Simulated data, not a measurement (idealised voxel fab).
process module | voxel capacitor over wiring
cross-section cut | 265 nm wide | cells 5 nm
A cross-section is a grid of square cells, given in bands from the top down. A band is one or more rows of cells.
Each band's line starts with the height of the band's top and of its bottom, in nm. Then come its materials from left to right, each with its width in nm. One material with "throughout" fills the band from edge to edge. "air" is empty space.
Height 0 is the level under which the wafer as received is all one material. The lowest band goes on downwards, as in "0 down".
A width such as "30 to 40" changes by the same amount from each row of cells to the next, from the band's top row to its bottom row.
"no change" after a step means that no cell of the cross-section changed.
closed voids: empty space of 8 cells or more with no open way to the top, each as width x height at its distance from the left edge, in nm
after a step's settings: what the simulator itself notes on the step
overlay nm, on a step with a mask: how far to the right of its planned place the mask lay; to the left if negative
plan
1 op RECEIVE | material Si
2 op CONFORMAL_DEP | material SiO2 | thk nm 15
3 op DIRECTIONAL_DEP | material TiN | thk nm 5
4 op DIRECTIONAL_DEP | material W | thk nm 15
5 op PATTERN | tone cover | mask id METAL_1 | material resist | width nm 25 | pitch nm 80 | thk nm 15 | overlay nm -15
6 op DIRECTIONAL_ETCH | etch materials W | depth nm 15
7 op DIRECTIONAL_ETCH | etch materials TiN | depth nm 5
8 op STRIP | etch materials resist
9 op CONFORMAL_DEP | material SiCN | thk nm 5
10 op FILL_DEP | material lowk | thk nm 5
11 op CMP | height nm 35
12 op CONFORMAL_DEP | material SiCN | thk nm 5
13 op DIRECTIONAL_DEP | material lowk | thk nm 20
14 op PATTERN | tone open | mask id PLUG_1 | material resist | width nm 15 | thk nm 15 | overlay nm 0
15 op DIRECTIONAL_ETCH | etch materials lowk | depth nm 20
16 op DIRECTIONAL_ETCH | etch materials SiCN | depth nm 5
17 op STRIP | etch materials resist
18 op CONFORMAL_DEP | material TiN | thk nm 5
19 op FILL_DEP | material W | thk nm 5
20 op CMP | height nm 60
21 op DIRECTIONAL_DEP | material TiN | thk nm 5
22 op DIRECTIONAL_DEP | material HfO2 | thk nm 5
23 op DIRECTIONAL_DEP | material TiN | thk nm 5
24 op PATTERN | tone cover | mask id UPPER_PLATE | material resist | width nm 60 | thk nm 15 | overlay nm 0
25 op DIRECTIONAL_ETCH | etch materials TiN | depth nm 5
26 op DIRECTIONAL_ETCH | etch materials HfO2 | depth nm 5
27 op STRIP | etch materials resist
28 op PATTERN | tone cover | mask id LOWER_PLATE | material resist | width nm 70 | thk nm 15 | overlay nm 0
29 op DIRECTIONAL_ETCH | etch materials TiN | depth nm 5
30 op STRIP | etch materials resist
31 op FILL_DEP | material SiO2 | thk nm 15
32 op CMP | height nm 85
33 op DIRECTIONAL_DEP | material aC | thk nm 10
34 op PATTERN | tone open | mask id PLUG_2 | material resist | width nm 15 | thk nm 30 | overlay nm 0
35 op DIRECTIONAL_ETCH | etch materials aC | depth nm 10
36 op STRIP | etch materials resist
37 op DIRECTIONAL_ETCH | etch materials SiO2 | depth nm 10
38 op STRIP | etch materials aC
39 op CONFORMAL_DEP | material TiN | thk nm 5
40 op FILL_DEP | material Ru | thk nm 10
41 op CMP | height nm 85
42 op CONFORMAL_DEP | material SiCN | thk nm 5
varied across the wafers: overlay nm of step 5. The plan shows the first wafer's value. All wafers start alike
first wafer as received, after step 1
  0 down: Si throughout
  closed voids: none
each wafer at the end: cells of each material gained (+) or lost (-) since it was received, then its closed voids
overlay nm -15 | +12 HfO2 | +1 Ru | +158 SiCN | +380 SiO2 | +52 TiN | +34 W | +317 lowk | closed voids: none
overlay nm -10 | +12 HfO2 | +1 Ru | +158 SiCN | +380 SiO2 | +52 TiN | +34 W | +317 lowk | closed voids: none
overlay nm -5 | +12 HfO2 | +1 Ru | +158 SiCN | +380 SiO2 | +52 TiN | +34 W | +317 lowk | closed voids: none
overlay nm 0 | +12 HfO2 | +1 Ru | +158 SiCN | +380 SiO2 | +52 TiN | +34 W | +317 lowk | closed voids: none
overlay nm 5 | +12 HfO2 | +1 Ru | +158 SiCN | +380 SiO2 | +52 TiN | +34 W | +317 lowk | closed voids: none
overlay nm 10 | +12 HfO2 | +1 Ru | +158 SiCN | +380 SiO2 | +52 TiN | +34 W | +317 lowk | closed voids: none
overlay nm 15 | +12 HfO2 | +1 Ru | +158 SiCN | +380 SiO2 | +52 TiN | +34 W | +317 lowk | closed voids: none
